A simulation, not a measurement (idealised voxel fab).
This is a process module. Its name is voxel wiring stack.
The cross-section on display is named cut; it measures 225 nm wide, and its cells are 5 nm squares.
The cross-sections in this document take the form of a grid made of square cells. They are written out as bands, in order from top to bottom. Each band consists of one or more rows of cells. Basically the band line says how high the top is and how high the bottom is, in nm, and then what's in it from left to right, every material with its width in nm. Empty space shows up as "blank", and if a single material carries "everywhere" it runs the full band edge to edge. Height 0 is the level under which the wafer as received is all one material. The lowest band goes on downwards, as in "0 down". You'd read "30..40" like this: the band's top row of cells is as wide as the first number, its bottom row is as wide as the second, and going down, every row changes width by the same amount as the row before did. Any step labelled "changes: none" changed none of the cells in the cross-section. Closed voids list: empty space of 8 cells or more with no open way to the top, each as width x height at its distance from the left edge, in nm. after a step's settings: what the simulator itself notes on the step. overlay nm: right-of-plan distance of the mask on a masked step; negative values mean left-of-plan.
# Process steps (planned)
1. RECEIVE, material Si
2. CONFORMAL_DEP, material SiO2, thk nm 15
3. CONFORMAL_DEP, material SiCN, thk nm 5
4. DIRECTIONAL_DEP, material SiO2, thk nm 25
5. PATTERN, tone open, mask id METAL_1, material resist, width nm 25, pitch nm 45, thk nm 15, overlay nm 0
6. DIRECTIONAL_ETCH, etch materials SiO2, depth nm 25
7. DIRECTIONAL_ETCH, etch materials SiCN, depth nm 5
8. STRIP, etch materials resist
9. CONFORMAL_DEP, material TiN, thk nm 5
10. FILL_DEP, material W, thk nm 5
11. CMP, height nm 45
12. CONFORMAL_DEP, material SiCN, thk nm 5
13. DIRECTIONAL_DEP, material lowk, thk nm 25
14. PATTERN, tone open, mask id METAL_2, material resist, width nm 25, pitch nm 45, thk nm 15, overlay nm 0
15. DIRECTIONAL_ETCH, etch materials lowk, depth nm 15
16. STRIP, etch materials resist
17. PATTERN, tone open, mask id METAL_2_HOLES, material resist, width nm 15, pitch nm 45, thk nm 15, overlay nm 0
18. DIRECTIONAL_ETCH, etch materials lowk, depth nm 10
19. DIRECTIONAL_ETCH, etch materials SiCN, depth nm 5
20. STRIP, etch materials resist
21. CONFORMAL_DEP, material TiN, thk nm 5
22. FILL_DEP, material Cu, thk nm 5
23. CMP, height nm 75
24. CONFORMAL_DEP, material SiCN, thk nm 5
25. DIRECTIONAL_DEP, material SiO2, thk nm 15
26. PATTERN, tone open, mask id PLUG_2, material resist, width nm 15, pitch nm 90, thk nm 15, overlay nm 0
27. DIRECTIONAL_ETCH, etch materials SiO2, depth nm 15
28. DIRECTIONAL_ETCH, etch materials SiCN, depth nm 5
29. STRIP, etch materials resist
30. CONFORMAL_DEP, material TiN, thk nm 5
31. FILL_DEP, material Cu, thk nm 5
32. CMP, height nm 95
33. DIRECTIONAL_DEP, material TiN, thk nm 5
34. DIRECTIONAL_DEP, material W, thk nm 20
35. DIRECTIONAL_DEP, material aC, thk nm 10
36. PATTERN, tone cover, mask id METAL_3, material resist, width nm 25, pitch nm 45, thk nm 25, overlay nm 0
37. DIRECTIONAL_ETCH, etch materials aC, depth nm 10
38. STRIP, etch materials resist
39. DIRECTIONAL_ETCH, etch materials W, depth nm 20
40. DIRECTIONAL_ETCH, etch materials TiN, depth nm 5
41. STRIP, etch materials aC
42. CONFORMAL_DEP, material SiCN, thk nm 5
43. FILL_DEP, material SiO2, thk nm 10
44. CMP, height nm 120
45. CONFORMAL_DEP, material SiCN, thk nm 5
46. DIRECTIONAL_DEP, material lowk, thk nm 25
47. PATTERN, tone open, mask id METAL_4, material resist, width nm 25, pitch nm 45, thk nm 15, overlay nm 0
48. DIRECTIONAL_ETCH, etch materials lowk, depth nm 15
49. STRIP, etch materials resist
50. DIRECTIONAL_DEP, material aC, thk nm 10
51. PATTERN, tone open, mask id METAL_4_HOLES, material resist, width nm 15, pitch nm 45, thk nm 30, overlay nm 0
52. DIRECTIONAL_ETCH, etch materials aC, depth nm 10
53. STRIP, etch materials resist
54. DIRECTIONAL_ETCH, etch materials lowk, depth nm 10
55. DIRECTIONAL_ETCH, etch materials SiCN, depth nm 5
56. STRIP, etch materials aC
57. CONFORMAL_DEP, material TiN, thk nm 5
58. FILL_DEP, material Ru, thk nm 10
59. CMP, height nm 150
60. CONFORMAL_DEP, material SiCN, thk nm 5
# On the first of the two wafers: run conducted according to plan
# Received-state cross-section, reflecting completion of step 1
	0 down  Si everywhere
	Closed voids list: none
# Cross-section: wafer state after step 2
	15 to 0  SiO2 everywhere
	Beneath the level 0, the cross-section is identical to its previous state.
# Cross-section: wafer state after step 3
	20 to 15  SiCN everywhere
	Beneath the level 15, the cross-section is identical to its previous state.
# Cross-section: wafer state after step 4
	45 to 20  SiO2 everywhere
	Beneath the level 20, the cross-section is identical to its previous state.
# Cross-section: wafer state after step 5
	60 to 45  resist=30, blank=25, resist=20, blank=25, resist=20, blank=25, resist=20, blank=25, resist=35
	Beneath the level 45, the cross-section is identical to its previous state.
# Cross-section: wafer state after step 6
	60 to 45  resist=30, blank=25, resist=20, blank=25, resist=20, blank=25, resist=20, blank=25, resist=35
	45 to 20  SiO2=30, blank=25, SiO2=20, blank=25, SiO2=20, blank=25, SiO2=20, blank=25, SiO2=35
	Beneath the level 20, the cross-section is identical to its previous state.
# Cross-section: wafer state after step 7
	60 to 45  resist=30, blank=25, resist=20, blank=25, resist=20, blank=25, resist=20, blank=25, resist=35
	45 to 20  SiO2=30, blank=25, SiO2=20, blank=25, SiO2=20, blank=25, SiO2=20, blank=25, SiO2=35
	20 to 15  SiCN=30, blank=25, SiCN=20, blank=25, SiCN=20, blank=25, SiCN=20, blank=25, SiCN=35
	Beneath the level 15, the cross-section is identical to its previous state.
# Cross-section: wafer state after step 8
	45 to 20  SiO2=30, blank=25, SiO2=20, blank=25, SiO2=20, blank=25, SiO2=20, blank=25, SiO2=35
	Beneath the level 20, the cross-section is identical to its previous state.
# Cross-section: wafer state after step 9
	50 to 45  TiN=35, blank=15, TiN=30, blank=15, TiN=30, blank=15, TiN=30, blank=15, TiN=40
	45 to 20  SiO2=30, TiN=5, blank=15, TiN=5, SiO2=20, TiN=5, blank=15, TiN=5, SiO2=20, TiN=5, blank=15, TiN=5, SiO2=20, TiN=5, blank=15, TiN=5, SiO2=35
	20 to 15  SiCN=30, TiN=25, SiCN=20, TiN=25, SiCN=20, TiN=25, SiCN=20, TiN=25, SiCN=35
	Beneath the level 15, the cross-section is identical to its previous state.
# Cross-section: wafer state after step 10
	55 to 50  W everywhere
	50 to 45  TiN=35, W=15, TiN=30, W=15, TiN=30, W=15, TiN=30, W=15, TiN=40
	45 to 20  SiO2=30, TiN=5, W=15, TiN=5, SiO2=20, TiN=5, W=15, TiN=5, SiO2=20, TiN=5, W=15, TiN=5, SiO2=20, TiN=5, W=15, TiN=5, SiO2=35
	Beneath the level 20, the cross-section is identical to its previous state.
# Cross-section: wafer state after step 11
	45 to 20  SiO2=30, TiN=5, W=15, TiN=5, SiO2=20, TiN=5, W=15, TiN=5, SiO2=20, TiN=5, W=15, TiN=5, SiO2=20, TiN=5, W=15, TiN=5, SiO2=35
	Beneath the level 20, the cross-section is identical to its previous state.
# Cross-section: wafer state after step 12
	50 to 45  SiCN everywhere
	Beneath the level 45, the cross-section is identical to its previous state.
# Cross-section: wafer state after step 13
	75 to 50  lowk everywhere
	Beneath the level 50, the cross-section is identical to its previous state.
# Cross-section: wafer state after step 14
	90 to 75  resist=30, blank=25, resist=20, blank=25, resist=20, blank=25, resist=20, blank=25, resist=35
	Beneath the level 75, the cross-section is identical to its previous state.
# Cross-section: wafer state after step 15
	90 to 75  resist=30, blank=25, resist=20, blank=25, resist=20, blank=25, resist=20, blank=25, resist=35
	75 to 60  lowk=30, blank=25, lowk=20, blank=25, lowk=20, blank=25, lowk=20, blank=25, lowk=35
	Beneath the level 60, the cross-section is identical to its previous state.
# Cross-section: wafer state after step 16
	75 to 60  lowk=30, blank=25, lowk=20, blank=25, lowk=20, blank=25, lowk=20, blank=25, lowk=35
	Beneath the level 60, the cross-section is identical to its previous state.
# Cross-section: wafer state after step 17
	90 to 75  resist=30, blank=15, resist=30, blank=15, resist=30, blank=15, resist=30, blank=15, resist=45
	75 to 60  lowk=30, blank=15, resist=10, lowk=20, blank=15, resist=10, lowk=20, blank=15, resist=10, lowk=20, blank=15, resist=10, lowk=35
	Beneath the level 60, the cross-section is identical to its previous state.
# Cross-section: wafer state after step 18
	90 to 75  resist=30, blank=15, resist=30, blank=15, resist=30, blank=15, resist=30, blank=15, resist=45
	75 to 60  lowk=30, blank=15, resist=10, lowk=20, blank=15, resist=10, lowk=20, blank=15, resist=10, lowk=20, blank=15, resist=10, lowk=35
	60 to 50  lowk=30, blank=15, lowk=30, blank=15, lowk=30, blank=15, lowk=30, blank=15, lowk=45
	Beneath the level 50, the cross-section is identical to its previous state.
# Cross-section: wafer state after step 19
	90 to 75  resist=30, blank=15, resist=30, blank=15, resist=30, blank=15, resist=30, blank=15, resist=45
	75 to 60  lowk=30, blank=15, resist=10, lowk=20, blank=15, resist=10, lowk=20, blank=15, resist=10, lowk=20, blank=15, resist=10, lowk=35
	60 to 50  lowk=30, blank=15, lowk=30, blank=15, lowk=30, blank=15, lowk=30, blank=15, lowk=45
	50 to 45  SiCN=30, blank=15, SiCN=30, blank=15, SiCN=30, blank=15, SiCN=30, blank=15, SiCN=45
	Beneath the level 45, the cross-section is identical to its previous state.
# Cross-section: wafer state after step 20
	75 to 60  lowk=30, blank=25, lowk=20, blank=25, lowk=20, blank=25, lowk=20, blank=25, lowk=35
	Beneath the level 60, the cross-section is identical to its previous state.
# Cross-section: wafer state after step 21
	80 to 75  TiN=35, blank=15, TiN=30, blank=15, TiN=30, blank=15, TiN=30, blank=15, TiN=40
	75 to 65  lowk=30, TiN=5, blank=15, TiN=5, lowk=20, TiN=5, blank=15, TiN=5, lowk=20, TiN=5, blank=15, TiN=5, lowk=20, TiN=5, blank=15, TiN=5, lowk=35
	65 to 60  lowk=30, TiN=5, blank=5, TiN=15, lowk=20, TiN=5, blank=5, TiN=15, lowk=20, TiN=5, blank=5, TiN=15, lowk=20, TiN=5, blank=5, TiN=15, lowk=35
	60 to 50  lowk=30, TiN=5, blank=5, TiN=5, lowk=30, TiN=5, blank=5, TiN=5, lowk=30, TiN=5, blank=5, TiN=5, lowk=30, TiN=5, blank=5, TiN=5, lowk=45
	50 to 45  SiCN=30, TiN=15, SiCN=30, TiN=15, SiCN=30, TiN=15, SiCN=30, TiN=15, SiCN=45
	Beneath the level 45, the cross-section is identical to its previous state.
# Cross-section: wafer state after step 22
	85 to 80  Cu everywhere
	80 to 75  TiN=35, Cu=15, TiN=30, Cu=15, TiN=30, Cu=15, TiN=30, Cu=15, TiN=40
	75 to 65  lowk=30, TiN=5, Cu=15, TiN=5, lowk=20, TiN=5, Cu=15, TiN=5, lowk=20, TiN=5, Cu=15, TiN=5, lowk=20, TiN=5, Cu=15, TiN=5, lowk=35
	65 to 60  lowk=30, TiN=5, Cu=5, TiN=15, lowk=20, TiN=5, Cu=5, TiN=15, lowk=20, TiN=5, Cu=5, TiN=15, lowk=20, TiN=5, Cu=5, TiN=15, lowk=35
	60 to 50  lowk=30, TiN=5, Cu=5, TiN=5, lowk=30, TiN=5, Cu=5, TiN=5, lowk=30, TiN=5, Cu=5, TiN=5, lowk=30, TiN=5, Cu=5, TiN=5, lowk=45
	Beneath the level 50, the cross-section is identical to its previous state.
# Cross-section: wafer state after step 23
	75 to 65  lowk=30, TiN=5, Cu=15, TiN=5, lowk=20, TiN=5, Cu=15, TiN=5, lowk=20, TiN=5, Cu=15, TiN=5, lowk=20, TiN=5, Cu=15, TiN=5, lowk=35
	Beneath the level 65, the cross-section is identical to its previous state.
# Cross-section: wafer state after step 24
	80 to 75  SiCN everywhere
	Beneath the level 75, the cross-section is identical to its previous state.
# Cross-section: wafer state after step 25
	95 to 80  SiO2 everywhere
	Beneath the level 80, the cross-section is identical to its previous state.
# Cross-section: wafer state after step 26
	110 to 95  resist=30, blank=15, resist=75, blank=15, resist=90
	Beneath the level 95, the cross-section is identical to its previous state.
# Cross-section: wafer state after step 27
	110 to 95  resist=30, blank=15, resist=75, blank=15, resist=90
	95 to 80  SiO2=30, blank=15, SiO2=75, blank=15, SiO2=90
	Beneath the level 80, the cross-section is identical to its previous state.
# Cross-section: wafer state after step 28
	110 to 95  resist=30, blank=15, resist=75, blank=15, resist=90
	95 to 80  SiO2=30, blank=15, SiO2=75, blank=15, SiO2=90
	80 to 75  SiCN=30, blank=15, SiCN=75, blank=15, SiCN=90
	Beneath the level 75, the cross-section is identical to its previous state.
# Cross-section: wafer state after step 29
	95 to 80  SiO2=30, blank=15, SiO2=75, blank=15, SiO2=90
	Beneath the level 80, the cross-section is identical to its previous state.
# Cross-section: wafer state after step 30
	100 to 95  TiN=35, blank=5, TiN=85, blank=5, TiN=95
	95 to 80  SiO2=30, TiN=5, blank=5, TiN=5, SiO2=75, TiN=5, blank=5, TiN=5, SiO2=90
	80 to 75  SiCN=30, TiN=15, SiCN=75, TiN=15, SiCN=90
	Beneath the level 75, the cross-section is identical to its previous state.
# Cross-section: wafer state after step 31
	105 to 100  Cu everywhere
	100 to 95  TiN=35, Cu=5, TiN=85, Cu=5, TiN=95
	95 to 80  SiO2=30, TiN=5, Cu=5, TiN=5, SiO2=75, TiN=5, Cu=5, TiN=5, SiO2=90
	Beneath the level 80, the cross-section is identical to its previous state.
# Cross-section: wafer state after step 32
	95 to 80  SiO2=30, TiN=5, Cu=5, TiN=5, SiO2=75, TiN=5, Cu=5, TiN=5, SiO2=90
	Beneath the level 80, the cross-section is identical to its previous state.
# Cross-section: wafer state after step 33
	100 to 95  TiN everywhere
	Beneath the level 95, the cross-section is identical to its previous state.
# Cross-section: wafer state after step 34
	120 to 100  W everywhere
	Beneath the level 100, the cross-section is identical to its previous state.
# Cross-section: wafer state after step 35
	130 to 120  aC everywhere
	Beneath the level 120, the cross-section is identical to its previous state.
# Cross-section: wafer state after step 36
	155 to 130  blank=30, resist=25, blank=20, resist=25, blank=20, resist=25, blank=20, resist=25, blank=35
	Beneath the level 130, the cross-section is identical to its previous state.
# Cross-section: wafer state after step 37
	145 to 130  blank=30, resist=25, blank=20, resist=25, blank=20, resist=25, blank=20, resist=25, blank=35
	130 to 120  blank=30, aC=25, blank=20, aC=25, blank=20, aC=25, blank=20, aC=25, blank=35
	Beneath the level 120, the cross-section is identical to its previous state.
# Cross-section: wafer state after step 38
	130 to 120  blank=30, aC=25, blank=20, aC=25, blank=20, aC=25, blank=20, aC=25, blank=35
	Beneath the level 120, the cross-section is identical to its previous state.
# Cross-section: wafer state after step 39
	130 to 120  blank=30, aC=25, blank=20, aC=25, blank=20, aC=25, blank=20, aC=25, blank=35
	120 to 100  blank=30, W=25, blank=20, W=25, blank=20, W=25, blank=20, W=25, blank=35
	Beneath the level 100, the cross-section is identical to its previous state.
# Cross-section: wafer state after step 40
	130 to 120  blank=30, aC=25, blank=20, aC=25, blank=20, aC=25, blank=20, aC=25, blank=35
	120 to 100  blank=30, W=25, blank=20, W=25, blank=20, W=25, blank=20, W=25, blank=35
	100 to 95  blank=30, TiN=25, blank=20, TiN=25, blank=20, TiN=25, blank=20, TiN=25, blank=35
	Beneath the level 95, the cross-section is identical to its previous state.
# Cross-section: wafer state after step 41
	120 to 100  blank=30, W=25, blank=20, W=25, blank=20, W=25, blank=20, W=25, blank=35
	Beneath the level 100, the cross-section is identical to its previous state.
# Cross-section: wafer state after step 42
	125 to 120  blank=25, SiCN=35, blank=10, SiCN=35, blank=10, SiCN=35, blank=10, SiCN=35, blank=30
	120 to 100  blank=25, SiCN=5, W=25, SiCN=5, blank=10, SiCN=5, W=25, SiCN=5, blank=10, SiCN=5, W=25, SiCN=5, blank=10, SiCN=5, W=25, SiCN=5, blank=30
	100 to 95  SiCN=30, TiN=25, SiCN=20, TiN=25, SiCN=20, TiN=25, SiCN=20, TiN=25, SiCN=35
	Beneath the level 95, the cross-section is identical to its previous state.
# Cross-section: wafer state after step 43
	135 to 125  SiO2 everywhere
	125 to 120  SiO2=25, SiCN=35, SiO2=10, SiCN=35, SiO2=10, SiCN=35, SiO2=10, SiCN=35, SiO2=30
	120 to 100  SiO2=25, SiCN=5, W=25, SiCN=5, SiO2=10, SiCN=5, W=25, SiCN=5, SiO2=10, SiCN=5, W=25, SiCN=5, SiO2=10, SiCN=5, W=25, SiCN=5, SiO2=30
	Beneath the level 100, the cross-section is identical to its previous state.
# Cross-section: wafer state after step 44
	120 to 100  SiO2=25, SiCN=5, W=25, SiCN=5, SiO2=10, SiCN=5, W=25, SiCN=5, SiO2=10, SiCN=5, W=25, SiCN=5, SiO2=10, SiCN=5, W=25, SiCN=5, SiO2=30
	Beneath the level 100, the cross-section is identical to its previous state.
# Cross-section: wafer state after step 45
	125 to 120  SiCN everywhere
	Beneath the level 120, the cross-section is identical to its previous state.
# Cross-section: wafer state after step 46
	150 to 125  lowk everywhere
	Beneath the level 125, the cross-section is identical to its previous state.
# Cross-section: wafer state after step 47
	165 to 150  resist=30, blank=25, resist=20, blank=25, resist=20, blank=25, resist=20, blank=25, resist=35
	Beneath the level 150, the cross-section is identical to its previous state.
# Cross-section: wafer state after step 48
	165 to 150  resist=30, blank=25, resist=20, blank=25, resist=20, blank=25, resist=20, blank=25, resist=35
	150 to 135  lowk=30, blank=25, lowk=20, blank=25, lowk=20, blank=25, lowk=20, blank=25, lowk=35
	Beneath the level 135, the cross-section is identical to its previous state.
# Cross-section: wafer state after step 49
	150 to 135  lowk=30, blank=25, lowk=20, blank=25, lowk=20, blank=25, lowk=20, blank=25, lowk=35
	Beneath the level 135, the cross-section is identical to its previous state.
# Cross-section: wafer state after step 50
	160 to 150  aC=30, blank=25, aC=20, blank=25, aC=20, blank=25, aC=20, blank=25, aC=35
	150 to 145  lowk=30, blank=25, lowk=20, blank=25, lowk=20, blank=25, lowk=20, blank=25, lowk=35
	145 to 135  lowk=30, aC=25, lowk=20, aC=25, lowk=20, aC=25, lowk=20, aC=25, lowk=35
	Beneath the level 135, the cross-section is identical to its previous state.
# Cross-section: wafer state after step 51
	190 to 160  resist=30, blank=15, resist=30, blank=15, resist=30, blank=15, resist=30, blank=15, resist=45
	160 to 150  aC=30, blank=15, resist=10, aC=20, blank=15, resist=10, aC=20, blank=15, resist=10, aC=20, blank=15, resist=10, aC=35
	150 to 145  lowk=30, blank=15, resist=10, lowk=20, blank=15, resist=10, lowk=20, blank=15, resist=10, lowk=20, blank=15, resist=10, lowk=35
	Beneath the level 145, the cross-section is identical to its previous state.
# Cross-section: wafer state after step 52
	180 to 160  resist=30, blank=15, resist=30, blank=15, resist=30, blank=15, resist=30, blank=15, resist=45
	160 to 150  aC=30, blank=15, resist=10, aC=20, blank=15, resist=10, aC=20, blank=15, resist=10, aC=20, blank=15, resist=10, aC=35
	150 to 145  lowk=30, blank=15, resist=10, lowk=20, blank=15, resist=10, lowk=20, blank=15, resist=10, lowk=20, blank=15, resist=10, lowk=35
	145 to 135  lowk=30, blank=15, aC=10, lowk=20, blank=15, aC=10, lowk=20, blank=15, aC=10, lowk=20, blank=15, aC=10, lowk=35
	Beneath the level 135, the cross-section is identical to its previous state.
# Cross-section: wafer state after step 53
	160 to 150  aC=30, blank=25, aC=20, blank=25, aC=20, blank=25, aC=20, blank=25, aC=35
	150 to 145  lowk=30, blank=25, lowk=20, blank=25, lowk=20, blank=25, lowk=20, blank=25, lowk=35
	Beneath the level 145, the cross-section is identical to its previous state.
# Cross-section: wafer state after step 54
	160 to 150  aC=30, blank=25, aC=20, blank=25, aC=20, blank=25, aC=20, blank=25, aC=35
	150 to 145  lowk=30, blank=25, lowk=20, blank=25, lowk=20, blank=25, lowk=20, blank=25, lowk=35
	145 to 135  lowk=30, blank=15, aC=10, lowk=20, blank=15, aC=10, lowk=20, blank=15, aC=10, lowk=20, blank=15, aC=10, lowk=35
	135 to 125  lowk=30, blank=15, lowk=30, blank=15, lowk=30, blank=15, lowk=30, blank=15, lowk=45
	Beneath the level 125, the cross-section is identical to its previous state.
# Cross-section: wafer state after step 55
	160 to 150  aC=30, blank=25, aC=20, blank=25, aC=20, blank=25, aC=20, blank=25, aC=35
	150 to 145  lowk=30, blank=25, lowk=20, blank=25, lowk=20, blank=25, lowk=20, blank=25, lowk=35
	145 to 135  lowk=30, blank=15, aC=10, lowk=20, blank=15, aC=10, lowk=20, blank=15, aC=10, lowk=20, blank=15, aC=10, lowk=35
	135 to 125  lowk=30, blank=15, lowk=30, blank=15, lowk=30, blank=15, lowk=30, blank=15, lowk=45
	125 to 120  SiCN=30, blank=15, SiCN=30, blank=15, SiCN=30, blank=15, SiCN=30, blank=15, SiCN=45
	Beneath the level 120, the cross-section is identical to its previous state.
# Cross-section: wafer state after step 56
	150 to 135  lowk=30, blank=25, lowk=20, blank=25, lowk=20, blank=25, lowk=20, blank=25, lowk=35
	Beneath the level 135, the cross-section is identical to its previous state.
# Cross-section: wafer state after step 57
	155 to 150  TiN=35, blank=15, TiN=30, blank=15, TiN=30, blank=15, TiN=30, blank=15, TiN=40
	150 to 140  lowk=30, TiN=5, blank=15, TiN=5, lowk=20, TiN=5, blank=15, TiN=5, lowk=20, TiN=5, blank=15, TiN=5, lowk=20, TiN=5, blank=15, TiN=5, lowk=35
	140 to 135  lowk=30, TiN=5, blank=5, TiN=15, lowk=20, TiN=5, blank=5, TiN=15, lowk=20, TiN=5, blank=5, TiN=15, lowk=20, TiN=5, blank=5, TiN=15, lowk=35
	135 to 125  lowk=30, TiN=5, blank=5, TiN=5, lowk=30, TiN=5, blank=5, TiN=5, lowk=30, TiN=5, blank=5, TiN=5, lowk=30, TiN=5, blank=5, TiN=5, lowk=45
	125 to 120  SiCN=30, TiN=15, SiCN=30, TiN=15, SiCN=30, TiN=15, SiCN=30, TiN=15, SiCN=45
	Beneath the level 120, the cross-section is identical to its previous state.
# Cross-section: wafer state after step 58
	165 to 155  Ru everywhere
	155 to 150  TiN=35, Ru=15, TiN=30, Ru=15, TiN=30, Ru=15, TiN=30, Ru=15, TiN=40
	150 to 140  lowk=30, TiN=5, Ru=15, TiN=5, lowk=20, TiN=5, Ru=15, TiN=5, lowk=20, TiN=5, Ru=15, TiN=5, lowk=20, TiN=5, Ru=15, TiN=5, lowk=35
	140 to 135  lowk=30, TiN=5, Ru=5, TiN=15, lowk=20, TiN=5, Ru=5, TiN=15, lowk=20, TiN=5, Ru=5, TiN=15, lowk=20, TiN=5, Ru=5, TiN=15, lowk=35
	135 to 125  lowk=30, TiN=5, Ru=5, TiN=5, lowk=30, TiN=5, Ru=5, TiN=5, lowk=30, TiN=5, Ru=5, TiN=5, lowk=30, TiN=5, Ru=5, TiN=5, lowk=45
	Beneath the level 125, the cross-section is identical to its previous state.
# Cross-section: wafer state after step 59
	150 to 140  lowk=30, TiN=5, Ru=15, TiN=5, lowk=20, TiN=5, Ru=15, TiN=5, lowk=20, TiN=5, Ru=15, TiN=5, lowk=20, TiN=5, Ru=15, TiN=5, lowk=35
	Beneath the level 140, the cross-section is identical to its previous state.
# Cross-section: wafer state after step 60
	155 to 150  SiCN everywhere
	Beneath the level 150, the cross-section is identical to its previous state.
# Second wafer, same starting state and plan as the first, one mistake in the run, identical through step 46
# Cross-section of the second wafer when, according to plan, step 47 should have finished
	165 to 150  resist=25, blank=25, resist=20, blank=25, resist=20, blank=25, resist=20, blank=25, resist=40
	Beneath the level 150, the cross-section is identical to its previous state.
# Cross-section of the second wafer when, according to plan, step 48 should have finished
	165 to 150  resist=25, blank=25, resist=20, blank=25, resist=20, blank=25, resist=20, blank=25, resist=40
	150 to 135  lowk=25, blank=25, lowk=20, blank=25, lowk=20, blank=25, lowk=20, blank=25, lowk=40
	Beneath the level 135, the cross-section is identical to its previous state.
# Cross-section of the second wafer when, according to plan, step 49 should have finished
	150 to 135  lowk=25, blank=25, lowk=20, blank=25, lowk=20, blank=25, lowk=20, blank=25, lowk=40
	Beneath the level 135, the cross-section is identical to its previous state.
# Cross-section of the second wafer when, according to plan, step 50 should have finished
	160 to 150  aC=25, blank=25, aC=20, blank=25, aC=20, blank=25, aC=20, blank=25, aC=40
	150 to 145  lowk=25, blank=25, lowk=20, blank=25, lowk=20, blank=25, lowk=20, blank=25, lowk=40
	145 to 135  lowk=25, aC=25, lowk=20, aC=25, lowk=20, aC=25, lowk=20, aC=25, lowk=40
	Beneath the level 135, the cross-section is identical to its previous state.
# Cross-section of the second wafer when, according to plan, step 51 should have finished
	190 to 160  resist=30, blank=15, resist=30, blank=15, resist=30, blank=15, resist=30, blank=15, resist=45
	160 to 150  aC=25, resist=5, blank=15, resist=5, aC=20, resist=5, blank=15, resist=5, aC=20, resist=5, blank=15, resist=5, aC=20, resist=5, blank=15, resist=5, aC=40
	150 to 145  lowk=25, resist=5, blank=15, resist=5, lowk=20, resist=5, blank=15, resist=5, lowk=20, resist=5, blank=15, resist=5, lowk=20, resist=5, blank=15, resist=5, lowk=40
	Beneath the level 145, the cross-section is identical to its previous state.
# Cross-section of the second wafer when, according to plan, step 52 should have finished
	180 to 160  resist=30, blank=15, resist=30, blank=15, resist=30, blank=15, resist=30, blank=15, resist=45
	160 to 150  aC=25, resist=5, blank=15, resist=5, aC=20, resist=5, blank=15, resist=5, aC=20, resist=5, blank=15, resist=5, aC=20, resist=5, blank=15, resist=5, aC=40
	150 to 145  lowk=25, resist=5, blank=15, resist=5, lowk=20, resist=5, blank=15, resist=5, lowk=20, resist=5, blank=15, resist=5, lowk=20, resist=5, blank=15, resist=5, lowk=40
	145 to 135  lowk=25, aC=5, blank=15, aC=5, lowk=20, aC=5, blank=15, aC=5, lowk=20, aC=5, blank=15, aC=5, lowk=20, aC=5, blank=15, aC=5, lowk=40
	Beneath the level 135, the cross-section is identical to its previous state.
# Cross-section of the second wafer when, according to plan, step 53 should have finished
	160 to 150  aC=25, blank=25, aC=20, blank=25, aC=20, blank=25, aC=20, blank=25, aC=40
	150 to 145  lowk=25, blank=25, lowk=20, blank=25, lowk=20, blank=25, lowk=20, blank=25, lowk=40
	Beneath the level 145, the cross-section is identical to its previous state.
# Cross-section of the second wafer when, according to plan, step 54 should have finished
	160 to 150  aC=25, blank=25, aC=20, blank=25, aC=20, blank=25, aC=20, blank=25, aC=40
	150 to 145  lowk=25, blank=25, lowk=20, blank=25, lowk=20, blank=25, lowk=20, blank=25, lowk=40
	145 to 135  lowk=25, aC=5, blank=15, aC=5, lowk=20, aC=5, blank=15, aC=5, lowk=20, aC=5, blank=15, aC=5, lowk=20, aC=5, blank=15, aC=5, lowk=40
	135 to 125  lowk=30, blank=15, lowk=30, blank=15, lowk=30, blank=15, lowk=30, blank=15, lowk=45
	Beneath the level 125, the cross-section is identical to its previous state.
# Cross-section of the second wafer when, according to plan, step 55 should have finished
	160 to 150  aC=25, blank=25, aC=20, blank=25, aC=20, blank=25, aC=20, blank=25, aC=40
	150 to 145  lowk=25, blank=25, lowk=20, blank=25, lowk=20, blank=25, lowk=20, blank=25, lowk=40
	145 to 135  lowk=25, aC=5, blank=15, aC=5, lowk=20, aC=5, blank=15, aC=5, lowk=20, aC=5, blank=15, aC=5, lowk=20, aC=5, blank=15, aC=5, lowk=40
	135 to 125  lowk=30, blank=15, lowk=30, blank=15, lowk=30, blank=15, lowk=30, blank=15, lowk=45
	125 to 120  SiCN=30, blank=15, SiCN=30, blank=15, SiCN=30, blank=15, SiCN=30, blank=15, SiCN=45
	Beneath the level 120, the cross-section is identical to its previous state.
# Cross-section of the second wafer when, according to plan, step 56 should have finished
	150 to 135  lowk=25, blank=25, lowk=20, blank=25, lowk=20, blank=25, lowk=20, blank=25, lowk=40
	Beneath the level 135, the cross-section is identical to its previous state.
# Cross-section of the second wafer when, according to plan, step 57 should have finished
	155 to 150  TiN=30, blank=15, TiN=30, blank=15, TiN=30, blank=15, TiN=30, blank=15, TiN=45
	150 to 140  lowk=25, TiN=5, blank=15, TiN=5, lowk=20, TiN=5, blank=15, TiN=5, lowk=20, TiN=5, blank=15, TiN=5, lowk=20, TiN=5, blank=15, TiN=5, lowk=40
	140 to 135  lowk=25, TiN=10, blank=5, TiN=10, lowk=20, TiN=10, blank=5, TiN=10, lowk=20, TiN=10, blank=5, TiN=10, lowk=20, TiN=10, blank=5, TiN=10, lowk=40
	135 to 125  lowk=30, TiN=5, blank=5, TiN=5, lowk=30, TiN=5, blank=5, TiN=5, lowk=30, TiN=5, blank=5, TiN=5, lowk=30, TiN=5, blank=5, TiN=5, lowk=45
	125 to 120  SiCN=30, TiN=15, SiCN=30, TiN=15, SiCN=30, TiN=15, SiCN=30, TiN=15, SiCN=45
	Beneath the level 120, the cross-section is identical to its previous state.
# Cross-section of the second wafer when, according to plan, step 58 should have finished
	165 to 155  Ru everywhere
	155 to 150  TiN=30, Ru=15, TiN=30, Ru=15, TiN=30, Ru=15, TiN=30, Ru=15, TiN=45
	150 to 140  lowk=25, TiN=5, Ru=15, TiN=5, lowk=20, TiN=5, Ru=15, TiN=5, lowk=20, TiN=5, Ru=15, TiN=5, lowk=20, TiN=5, Ru=15, TiN=5, lowk=40
	140 to 135  lowk=25, TiN=10, Ru=5, TiN=10, lowk=20, TiN=10, Ru=5, TiN=10, lowk=20, TiN=10, Ru=5, TiN=10, lowk=20, TiN=10, Ru=5, TiN=10, lowk=40
	135 to 125  lowk=30, TiN=5, Ru=5, TiN=5, lowk=30, TiN=5, Ru=5, TiN=5, lowk=30, TiN=5, Ru=5, TiN=5, lowk=30, TiN=5, Ru=5, TiN=5, lowk=45
	Beneath the level 125, the cross-section is identical to its previous state.
# Cross-section of the second wafer when, according to plan, step 59 should have finished
	150 to 140  lowk=25, TiN=5, Ru=15, TiN=5, lowk=20, TiN=5, Ru=15, TiN=5, lowk=20, TiN=5, Ru=15, TiN=5, lowk=20, TiN=5, Ru=15, TiN=5, lowk=40
	Beneath the level 140, the cross-section is identical to its previous state.
# Cross-section of the second wafer when, according to plan, step 60 should have finished
	155 to 150  SiCN everywhere
	Beneath the level 150, the cross-section is identical to its previous state.
In executing the process, a mistake was made relative to the plan: heads up, step 47 didn't go per plan, it actually ran as PATTERN, tone open, mask id METAL_4, material resist, width nm 25, pitch nm 45, thk nm 15, overlay nm -5
The two final wafers agree on how many cells each material fills and disagree on which cells those are.
